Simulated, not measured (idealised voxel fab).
Process module, titled voxel transistor to metal
Section cut is 200 nm wide and gridded with 5 nm square cells.
Square cells in a grid make up a cross-section in this document, and the grid is given as bands, listed from the top down, each one or more rows of cells. Top height, bottom height, nm. Materials left to right, width each, nm. Single material + "all across" = fills band edge to edge. "air" = empty. A quick word on heights: they are counted from 0, and under that level the wafer as it came to us is one material throughout. The lowest band is different from the rest in having no bottom; it simply continues downward, written as in "0 -> down". Per-row width for "30->40": begins at first number (top row of band), ends at second number (bottom row), increment between rows held constant. For the purposes of this document, the phrase "no change" attached to a step denotes that no cell within the cross-section was modified by that step. Basically, "Closed-off voids" tells you about the enclosed voids: empty spaces with no open way to the top, 8 cells or bigger, each written width x height at distance, where distance is from the left edge, all in nm. Where a step's line continues beyond its settings, the continuation is a remark by the simulator itself on that step. "overlay nm", when on a step's line for a step with a mask, measures how far to the right of its planned place the mask lay; a negative measure means to the left.
# Intended process steps
1) RECEIVE, material Si
2) CONFORMAL_DEP, material SiO2, thk nm 5
3) CONFORMAL_DEP, material SiN, thk nm 15
4) DIRECTIONAL_DEP, material aC, thk nm 10
5) PATTERN, tone cover, mask id ACTIVE, material resist, width nm 110, thk nm 30, overlay nm 0
6) DIRECTIONAL_ETCH, etch materials aC, depth nm 10
7) STRIP, etch materials resist
8) DIRECTIONAL_ETCH, etch materials SiN, depth nm 15
9) DIRECTIONAL_ETCH, etch materials SiO2, depth nm 5
10) DIRECTIONAL_ETCH, etch materials Si, depth nm 30
11) STRIP, etch materials aC
12) OXIDIZE, depth nm 5
13) FILL_DEP, material SiO2, thk nm 15
14) CMP, height nm 20
15) SELECTIVE_ETCH, etch materials SiO2, depth nm 10
16) STRIP, etch materials SiN
17) SELECTIVE_ETCH, etch materials SiO2, depth nm 5
18) OXIDIZE, depth nm 5
19) DIRECTIONAL_DEP, material polySi, thk nm 25
20) DIRECTIONAL_DEP, material SiCN, thk nm 10
21) MASKED_ETCH, tone cover, mask id GATE, width nm 20, etch materials SiCN, depth nm 20, overlay nm 0
22) MASKED_ETCH, tone cover, mask id GATE, width nm 20, etch materials polySi, depth nm 35, overlay nm 0
23) CONFORMAL_DEP, material SiO2, thk nm 5
24) DIRECTIONAL_ETCH, etch materials SiO2, depth nm 5
25) CONFORMAL_DEP, material SiN, thk nm 5
26) DIRECTIONAL_ETCH, etch materials SiN, depth nm 5
27) DIRECTIONAL_ETCH, etch materials SiO2, depth nm 5
28) DIRECTIONAL_ETCH, etch materials Si, depth nm 15
29) EPI, material nSi, thk nm 15
30) FILL_DEP, material SiO2, thk nm 10
31) CMP, height nm 35
32) DIRECTIONAL_DEP, material SiO2, thk nm 10
33) DIRECTIONAL_DEP, material aC, thk nm 15
34) PATTERN, tone open, mask id CONTACT, material resist, width nm 15, pitch nm 75, thk nm 35, overlay nm 0
35) DIRECTIONAL_ETCH, etch materials aC, depth nm 15
36) STRIP, etch materials resist
37) DIRECTIONAL_ETCH, etch materials SiO2, depth nm 50
38) STRIP, etch materials aC
39) CONFORMAL_DEP, material TiN, thk nm 5
40) FILL_DEP, material Ru, thk nm 10
41) CMP, height nm 45
42) DIRECTIONAL_DEP, material TiN, thk nm 5
43) DIRECTIONAL_DEP, material Ru, thk nm 15
44) DIRECTIONAL_DEP, material aC, thk nm 10
45) PATTERN, tone cover, mask id METAL_1, material resist, width nm 15, pitch nm 75, thk nm 30, overlay nm 0
46) DIRECTIONAL_ETCH, etch materials aC, depth nm 10
47) STRIP, etch materials resist
48) DIRECTIONAL_ETCH, etch materials Ru, depth nm 15
49) DIRECTIONAL_ETCH, etch materials TiN, depth nm 5
50) STRIP, etch materials aC
51) FILL_DEP, material SiO2, thk nm 10
52) CMP, height nm 65
53) CONFORMAL_DEP, material SiCN, thk nm 5
54) DIRECTIONAL_DEP, material SiO2, thk nm 30
55) DIRECTIONAL_DEP, material aC, thk nm 15
56) PATTERN, tone open, mask id METAL_2, material resist, width nm 15, pitch nm 75, thk nm 30, overlay nm 0
57) DIRECTIONAL_ETCH, etch materials aC, depth nm 15
58) STRIP, etch materials resist
59) DIRECTIONAL_ETCH, etch materials SiO2, depth nm 20
60) STRIP, etch materials aC
61) PATTERN, tone open, mask id METAL_2_HOLES, material resist, width nm 15, pitch nm 75, thk nm 20, overlay nm -15
62) DIRECTIONAL_ETCH, etch materials SiO2, depth nm 10
63) DIRECTIONAL_ETCH, etch materials SiCN, depth nm 5
64) STRIP, etch materials resist
65) CONFORMAL_DEP, material TiN, thk nm 5
66) FILL_DEP, material Cu, thk nm 5
67) CMP, height nm 100
68) CONFORMAL_DEP, material SiN, thk nm 5
Across this set of wafers, the varied parameter is the overlay nm of step 61. Starting conditions are identical for every wafer, and the plan reports the value assigned to the first wafer.
# Cross-section, first of several wafers, as delivered after step 1
	0 -> down | Si all across
	Closed-off voids: none
# Take any row and you have a wafer at the end of the module: how many cells of each material it has gained (+) or lost (-) since it was received, and then its closed voids
overlay nm -15; +12 Cu; +30 Ru; -196 Si; +48 SiCN; +56 SiN; +744 SiO2; +72 TiN; +54 nSi; +20 polySi; Closed-off voids: none
overlay nm -10; +10 Cu; +30 Ru; -196 Si; +46 SiCN; +56 SiN; +744 SiO2; +76 TiN; +54 nSi; +20 polySi; Closed-off voids: none
overlay nm -5; +8 Cu; +30 Ru; -196 Si; +44 SiCN; +56 SiN; +744 SiO2; +80 TiN; +54 nSi; +20 polySi; Closed-off voids: none
overlay nm 0; +12 Cu; +30 Ru; -196 Si; +42 SiCN; +56 SiN; +744 SiO2; +78 TiN; +54 nSi; +20 polySi; Closed-off voids: none
overlay nm 5; +8 Cu; +30 Ru; -196 Si; +44 SiCN; +56 SiN; +744 SiO2; +80 TiN; +54 nSi; +20 polySi; Closed-off voids: none
overlay nm 10; +10 Cu; +30 Ru; -196 Si; +46 SiCN; +56 SiN; +744 SiO2; +76 TiN; +54 nSi; +20 polySi; Closed-off voids: none
overlay nm 15; +12 Cu; +30 Ru; -196 Si; +48 SiCN; +56 SiN; +744 SiO2; +72 TiN; +54 nSi; +20 polySi; Closed-off voids: none
